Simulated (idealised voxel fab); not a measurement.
Herein follows the process module entitled voxel self aligned vias.
Section cut is 285 nm wide and gridded with 5 nm square cells.
The cross-sections in this document take the form of a grid made of square cells. They are written out as bands, in order from top to bottom. Each band consists of one or more rows of cells.
Top, bottom (nm), then materials left to right with widths (nm); lone material tagged "edge to edge" fills the whole band edge to edge; "empty" = empty space.
Heads up on the height convention: 0 is the point under which the incoming wafer is all one material, and the lowest band has no bottom, it just keeps going down, like "z 0 and below".
So if you see something like "30..40" for the width, read it as the top row of the band sitting at the first number and the bottom row at the second, with every row in between moving by the same amount as the last.
Step note "stayed the same" = no cross-section cell changed.
"Closed void inventory" - sealed voids, min. 8 cells, no opening to top; format: width x height at distance (distance from left edge; nm throughout).
What comes after the settings on a step's line is commentary from the simulator itself on that step.
overlay nm: step with mask; distance mask lay right of planned place; negative value = left of planned place.

[The planned process steps are enumerated hereunder]
step 1: RECEIVE | material Si
step 2: CONFORMAL_DEP | material SiO2 | thk nm 15
step 3: CONFORMAL_DEP | material SiCN | thk nm 5
step 4: DIRECTIONAL_DEP | material lowk | thk nm 25
step 5: MASKED_ETCH | tone open | mask id LINES | width nm 30 | pitch nm 60 | etch materials lowk | depth nm 25 | overlay nm 0
step 6: CONFORMAL_DEP | material TiN | thk nm 5
step 7: FILL_DEP | material W | thk nm 10
step 8: CMP | height nm 45
step 9: SELECTIVE_ETCH | etch materials W Ru TiN | depth nm 5
step 10: FILL_DEP | material SiN | thk nm 5
step 11: CMP | height nm 45
step 12: DIRECTIONAL_DEP | material lowk | thk nm 20
step 13: MASKED_ETCH | tone open | mask id VIAS | width nm 40 | pitch nm 60 | etch materials lowk | depth nm 20 | overlay nm 0
step 14: MASKED_ETCH | tone open | mask id VIAS | width nm 40 | pitch nm 60 | etch materials SiN | depth nm 5 | overlay nm 0
step 15: CONFORMAL_DEP | material TiN | thk nm 5
step 16: FILL_DEP | material Cu | thk nm 5
step 17: CMP | height nm 65
step 18: CONFORMAL_DEP | material SiCN | thk nm 5

[Step 1 complete: cross-section of the wafer as received]
  z 0 and below: Si edge to edge
  Closed void inventory: none

[Starting wafer: above. Plan: above. Run: one mistake. Cross-section after the module: below]
  z 70 to 65: SiCN edge to edge
  z 65 to 45: lowk=60  TiN=5  Cu=30  TiN=5  lowk=20  TiN=5  Cu=30  TiN=5  lowk=20  TiN=5  Cu=30  TiN=5  lowk=65
  z 45 to 40: SiN=60  TiN=40  SiN=20  TiN=40  SiN=20  TiN=40  SiN=65
  z 40 to 20: lowk=65  TiN=5  W=20  TiN=5  lowk=30  TiN=5  W=20  TiN=5  lowk=30  TiN=5  W=20  TiN=5  lowk=70
  z 20 to 15: lowk=65  TiN=30  lowk=30  TiN=30  lowk=30  TiN=30  lowk=70
  z 15 to 0: SiO2 edge to edge
  z 0 and below: Si edge to edge
  Closed void inventory: none
In executing the process, a mistake was made relative to the plan: heads up, step 3 of the plan was skipped and never actually ran
